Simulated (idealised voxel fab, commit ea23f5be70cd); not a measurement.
process module | voxel wiring stack
cross-section cut | 235 nm wide | cells 5 nm
A cross-section is a grid of square cells, given in bands from the top down. A band is one or more rows of cells.
Each band's line starts with the height of the band's top and of its bottom, in nm. Then come its materials from left to right, each with its width in nm. One material with "throughout" fills the band from edge to edge. "air" is empty space.
Height 0 is the level under which the wafer as received is all one material. The lowest band goes on downwards, as in "0 down".
A width such as "30 to 40" changes by the same amount from each row of cells to the next, from the band's top row to its bottom row.
"no change" after a step means that no cell of the cross-section changed.
closed voids: empty space of 8 cells or more with no open way to the top, each as width x height at its distance from the left edge, in nm
after a step's settings: what the simulator itself notes on the step
overlay nm, on a step with a mask: how far to the right of its planned place the mask lay; to the left if negative
plan
1 op RECEIVE | material Si
2 op CONFORMAL_DEP | material SiO2 | thk nm 10
3 op DIRECTIONAL_DEP | material TiN | thk nm 5
4 op DIRECTIONAL_DEP | material W | thk nm 20
5 op PATTERN | tone cover | mask id METAL_1 | material resist | width nm 20 | pitch nm 40 | thk nm 20 | overlay nm 0
6 op DIRECTIONAL_ETCH | etch materials W | depth nm 20
7 op DIRECTIONAL_ETCH | etch materials TiN | depth nm 5
8 op STRIP | etch materials resist
9 op FILL_DEP | material lowk | thk nm 5
10 op CMP | height nm 35
11 op CONFORMAL_DEP | material SiCN | thk nm 5
12 op DIRECTIONAL_DEP | material lowk | thk nm 30
13 op PATTERN | tone open | mask id METAL_2 | material resist | width nm 20 | pitch nm 40 | thk nm 20 | overlay nm 0
14 op DIRECTIONAL_ETCH | etch materials lowk | depth nm 20
15 op STRIP | etch materials resist
16 op MASKED_ETCH | tone open | mask id METAL_2_HOLES | width nm 15 | etch materials lowk | depth nm 10 | overlay nm 0
17 op MASKED_ETCH | tone open | mask id METAL_2_HOLES | width nm 15 | etch materials SiCN | depth nm 5 | overlay nm 0
18 op CONFORMAL_DEP | material TiN | thk nm 5
19 op FILL_DEP | material Cu | thk nm 5
20 op CMP | height nm 70
21 op CONFORMAL_DEP | material SiCN | thk nm 5
22 op DIRECTIONAL_DEP | material lowk | thk nm 35
23 op DIRECTIONAL_DEP | material aC | thk nm 10
24 op PATTERN | tone open | mask id METAL_3 | material resist | width nm 20 | pitch nm 40 | thk nm 30 | overlay nm 0
25 op DIRECTIONAL_ETCH | etch materials aC | depth nm 10
26 op STRIP | etch materials resist
27 op DIRECTIONAL_ETCH | etch materials lowk | depth nm 20
28 op STRIP | etch materials aC
29 op DIRECTIONAL_DEP | material aC | thk nm 15
30 op PATTERN | tone open | mask id METAL_3_HOLES | material resist | width nm 15 | thk nm 35 | overlay nm 0
31 op DIRECTIONAL_ETCH | etch materials aC | depth nm 15
32 op STRIP | etch materials resist
33 op DIRECTIONAL_ETCH | etch materials lowk | depth nm 15
34 op DIRECTIONAL_ETCH | etch materials SiCN | depth nm 5
35 op STRIP | etch materials aC
36 op CONFORMAL_DEP | material TiN | thk nm 5
37 op FILL_DEP | material Cu | thk nm 5
38 op CMP | height nm 110
39 op CONFORMAL_DEP | material SiCN | thk nm 5
40 op DIRECTIONAL_DEP | material lowk | thk nm 10
41 op MASKED_ETCH | tone open | mask id PLUG_3 | width nm 15 | pitch nm 40 | etch materials lowk | depth nm 10 | overlay nm 0
42 op MASKED_ETCH | tone open | mask id PLUG_3 | width nm 15 | pitch nm 40 | etch materials SiCN | depth nm 5 | overlay nm 0
43 op EPI | material Ru | thk nm 10
44 op EPI | material Ru | thk nm 5
45 op CONFORMAL_DEP | material SiN | thk nm 5
46 op DIRECTIONAL_DEP | material lowk | thk nm 20
47 op MASKED_ETCH | tone open | mask id METAL_4 | width nm 20 | pitch nm 40 | etch materials lowk | depth nm 20 | overlay nm 0
48 op MASKED_ETCH | tone open | mask id METAL_4 | width nm 20 | pitch nm 40 | etch materials SiN | depth nm 5 | overlay nm 0
49 op CONFORMAL_DEP | material TiN | thk nm 5
50 op FILL_DEP | material Ru | thk nm 5
51 op CMP | height nm 150
52 op EPI | material Ru | thk nm 5
53 op FILL_DEP | material SiCN | thk nm 5
varied across the wafers: thk nm of step 53. The plan shows the first wafer's value. All wafers start alike
first wafer as received, after step 1
  0 down: Si throughout
  closed voids: none
each wafer at the end: cells of each material gained (+) or lost (-) since it was received, then its closed voids
thk nm 5 | +31 Cu | +46 Ru | +211 SiCN | +39 SiN | +94 SiO2 | +86 TiN | +32 W | +965 lowk | closed voids: none
thk nm 10 | +31 Cu | +46 Ru | +258 SiCN | +39 SiN | +94 SiO2 | +86 TiN | +32 W | +965 lowk | closed voids: none
thk nm 15 | +31 Cu | +46 Ru | +305 SiCN | +39 SiN | +94 SiO2 | +86 TiN | +32 W | +965 lowk | closed voids: none
thk nm 20 | +31 Cu | +46 Ru | +352 SiCN | +39 SiN | +94 SiO2 | +86 TiN | +32 W | +965 lowk | closed voids: none
